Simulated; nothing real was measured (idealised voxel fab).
process module | voxel wiring stack
cross-section cut | 190 nm wide | cells 5 nm
A cross-section is a grid of square cells, given in bands from the top down. A band is one or more rows of cells.
Each band's line starts with the height of the band's top and of its bottom, in nm. Then come its materials from left to right, each with its width in nm. One material with "throughout" fills the band from edge to edge. "air" is empty space.
Height 0 is the level under which the wafer as received is all one material. The lowest band goes on downwards, as in "0 down".
A width such as "30 to 40" changes by the same amount from each row of cells to the next, from the band's top row to its bottom row.
"no change" after a step means that no cell of the cross-section changed.
closed voids: empty space of 8 cells or more with no open way to the top, each as width x height at its distance from the left edge, in nm
after a step's settings: what the simulator itself notes on the step
overlay nm, on a step with a mask: how far to the right of its planned place the mask lay; to the left if negative
plan
1 op RECEIVE | material Si
2 op CONFORMAL_DEP | material SiO2 | thk nm 10
3 op CONFORMAL_DEP | material SiCN | thk nm 5
4 op DIRECTIONAL_DEP | material lowk | thk nm 20
5 op DIRECTIONAL_DEP | material aC | thk nm 15
6 op PATTERN | tone open | mask id METAL_1 | material resist | width nm 25 | pitch nm 55 | thk nm 35 | overlay nm 0
7 op DIRECTIONAL_ETCH | etch materials aC | depth nm 15
8 op STRIP | etch materials resist
9 op DIRECTIONAL_ETCH | etch materials lowk | depth nm 20
10 op DIRECTIONAL_ETCH | etch materials SiCN | depth nm 5
11 op STRIP | etch materials aC
12 op CONFORMAL_DEP | material TiN | thk nm 5
13 op FILL_DEP | material Cu | thk nm 5
14 op CMP | height nm 35
15 op CONFORMAL_DEP | material SiCN | thk nm 5
16 op DIRECTIONAL_DEP | material lowk | thk nm 10
17 op DIRECTIONAL_DEP | material aC | thk nm 10
18 op PATTERN | tone open | mask id PLUG_1 | material resist | width nm 15 | thk nm 30 | overlay nm 0
19 op DIRECTIONAL_ETCH | etch materials aC | depth nm 10
20 op STRIP | etch materials resist
21 op DIRECTIONAL_ETCH | etch materials lowk | depth nm 10
22 op DIRECTIONAL_ETCH | etch materials SiCN | depth nm 5
23 op STRIP | etch materials aC
24 op EPI | material Ru | thk nm 10
25 op EPI | material Ru | thk nm 5
26 op DIRECTIONAL_DEP | material TiN | thk nm 5
27 op DIRECTIONAL_DEP | material Ru | thk nm 15
28 op DIRECTIONAL_DEP | material aC | thk nm 10
29 op PATTERN | tone cover | mask id METAL_2 | material resist | width nm 25 | pitch nm 55 | thk nm 30 | overlay nm 0
30 op DIRECTIONAL_ETCH | etch materials aC | depth nm 10
31 op STRIP | etch materials resist
32 op DIRECTIONAL_ETCH | etch materials Ru | depth nm 15
33 op DIRECTIONAL_ETCH | etch materials TiN | depth nm 5
34 op STRIP | etch materials aC
35 op CONFORMAL_DEP | material SiN | thk nm 5
36 op FILL_DEP | material SiO2 | thk nm 10
37 op CMP | height nm 70
38 op CONFORMAL_DEP | material SiCN | thk nm 5
39 op DIRECTIONAL_DEP | material lowk | thk nm 30
40 op DIRECTIONAL_DEP | material aC | thk nm 15
41 op PATTERN | tone open | mask id METAL_3 | material resist | width nm 25 | pitch nm 55 | thk nm 35 | overlay nm 0
42 op DIRECTIONAL_ETCH | etch materials aC | depth nm 15
43 op STRIP | etch materials resist
44 op DIRECTIONAL_ETCH | etch materials lowk | depth nm 20
45 op STRIP | etch materials aC
46 op PATTERN | tone open | mask id METAL_3_HOLES | material resist | width nm 15 | pitch nm 55 | thk nm 15 | overlay nm 0
47 op DIRECTIONAL_ETCH | etch materials lowk | depth nm 10
48 op DIRECTIONAL_ETCH | etch materials SiCN | depth nm 5
49 op STRIP | etch materials resist
50 op CONFORMAL_DEP | material TiN | thk nm 5
51 op FILL_DEP | material Ru | thk nm 5
52 op CMP | height nm 105
53 op CONFORMAL_DEP | material SiCN | thk nm 5
54 op DIRECTIONAL_DEP | material lowk | thk nm 25
55 op MASKED_ETCH | tone open | mask id METAL_4_HOLES | width nm 15 | pitch nm 55 | etch materials lowk | depth nm 25 | overlay nm 0
56 op DIRECTIONAL_DEP | material aC | thk nm 10
57 op PATTERN | tone open | mask id METAL_4 | material resist | width nm 25 | pitch nm 55 | thk nm 30 | overlay nm 0
58 op DIRECTIONAL_ETCH | etch materials aC | depth nm 10
59 op STRIP | etch materials resist
60 op DIRECTIONAL_ETCH | etch materials lowk | depth nm 15
61 op DIRECTIONAL_ETCH | etch materials SiCN | depth nm 5
62 op STRIP | etch materials aC
63 op CONFORMAL_DEP | material TiN | thk nm 5
64 op FILL_DEP | material Cu | thk nm 10
65 op CMP | height nm 135
66 op CONFORMAL_DEP | material SiCN | thk nm 5
varied across the wafers: thk nm of step 38. The plan shows the first wafer's value. All wafers start alike
first wafer as received, after step 1
  0 down: Si throughout
  closed voids: none
first wafer at the end, after step 66
  140 to 135: SiCN throughout
  135 to 125: lowk 55 | TiN 5 | Cu 15 | TiN 5 | lowk 30 | TiN 5 | Cu 15 | TiN 5 | lowk 55
  125 to 120: lowk 55 | TiN 5 | Cu 5 | TiN 15 | lowk 30 | TiN 5 | Cu 5 | TiN 15 | lowk 55
  120 to 110: lowk 55 | TiN 5 | Cu 5 | TiN 5 | lowk 40 | TiN 5 | Cu 5 | TiN 5 | lowk 65
  110 to 105: SiCN 55 | TiN 15 | SiCN 40 | TiN 15 | SiCN 65
  105 to 90: lowk 55 | TiN 5 | Ru 15 | TiN 5 | lowk 30 | TiN 5 | Ru 15 | TiN 5 | lowk 55
  90 to 85: lowk 55 | TiN 5 | Ru 5 | TiN 15 | lowk 30 | TiN 5 | Ru 5 | TiN 15 | lowk 55
  85 to 75: lowk 55 | TiN 5 | Ru 5 | TiN 5 | lowk 40 | TiN 5 | Ru 5 | TiN 5 | lowk 65
  75 to 70: SiCN 55 | TiN 15 | SiCN 40 | TiN 15 | SiCN 65
  70 to 55: SiO2 50 | SiN 5 | Ru 25 | SiN 5 | SiO2 20 | SiN 5 | Ru 25 | SiN 5 | SiO2 50
  55 to 50: SiN 55 | TiN 25 | SiN 30 | TiN 25 | SiN 55
  50 to 40: lowk 55 | Ru 15 | lowk 120
  40 to 35: SiCN 55 | Ru 15 | SiCN 120
  35 to 15: lowk 55 | TiN 5 | Cu 15 | TiN 5 | lowk 30 | TiN 5 | Cu 15 | TiN 5 | lowk 55
  15 to 10: SiCN 55 | TiN 25 | SiCN 30 | TiN 25 | SiCN 55
  10 to 0: SiO2 throughout
  0 down: Si throughout
  closed voids: none
last wafer at the end
  140 to 135: SiCN throughout
  135 to 125: lowk 55 | TiN 5 | Cu 15 | TiN 5 | lowk 30 | TiN 5 | Cu 15 | TiN 5 | lowk 55
  125 to 120: lowk 55 | TiN 5 | Cu 5 | TiN 15 | lowk 30 | TiN 5 | Cu 5 | TiN 15 | lowk 55
  120 to 110: lowk 55 | TiN 5 | Cu 5 | TiN 5 | lowk 40 | TiN 5 | Cu 5 | TiN 5 | lowk 65
  110 to 105: SiCN 55 | TiN 15 | SiCN 40 | TiN 15 | SiCN 65
  105 to 100: lowk 55 | TiN 5 | Ru 5 | TiN 15 | lowk 30 | TiN 5 | Ru 5 | TiN 15 | lowk 55
  100 to 90: lowk 55 | TiN 5 | Ru 5 | TiN 5 | lowk 40 | TiN 5 | Ru 5 | TiN 5 | lowk 65
  90 to 85: SiCN 55 | TiN 15 | SiCN 40 | TiN 15 | SiCN 65
  85 to 70: SiCN throughout
  70 to 55: SiO2 50 | SiN 5 | Ru 25 | SiN 5 | SiO2 20 | SiN 5 | Ru 25 | SiN 5 | SiO2 50
  55 to 50: SiN 55 | TiN 25 | SiN 30 | TiN 25 | SiN 55
  50 to 40: lowk 55 | Ru 15 | lowk 120
  40 to 35: SiCN 55 | Ru 15 | SiCN 120
  35 to 15: lowk 55 | TiN 5 | Cu 15 | TiN 5 | lowk 30 | TiN 5 | Cu 15 | TiN 5 | lowk 55
  15 to 10: SiCN 55 | TiN 25 | SiCN 30 | TiN 25 | SiCN 55
  10 to 0: SiO2 throughout
  0 down: Si throughout
  closed voids: none
each wafer at the end: cells of each material gained (+) or lost (-) since it was received, then its closed voids
thk nm 5 | +42 Cu | +63 Ru | +165 SiCN | +40 SiN | +148 SiO2 | +100 TiN | +506 lowk | closed voids: none
thk nm 10 | +42 Cu | +57 Ru | +203 SiCN | +40 SiN | +148 SiO2 | +96 TiN | +478 lowk | closed voids: none
thk nm 15 | +42 Cu | +51 Ru | +241 SiCN | +40 SiN | +148 SiO2 | +92 TiN | +450 lowk | closed voids: none
thk nm 20 | +42 Cu | +45 Ru | +279 SiCN | +40 SiN | +148 SiO2 | +88 TiN | +422 lowk | closed voids: none
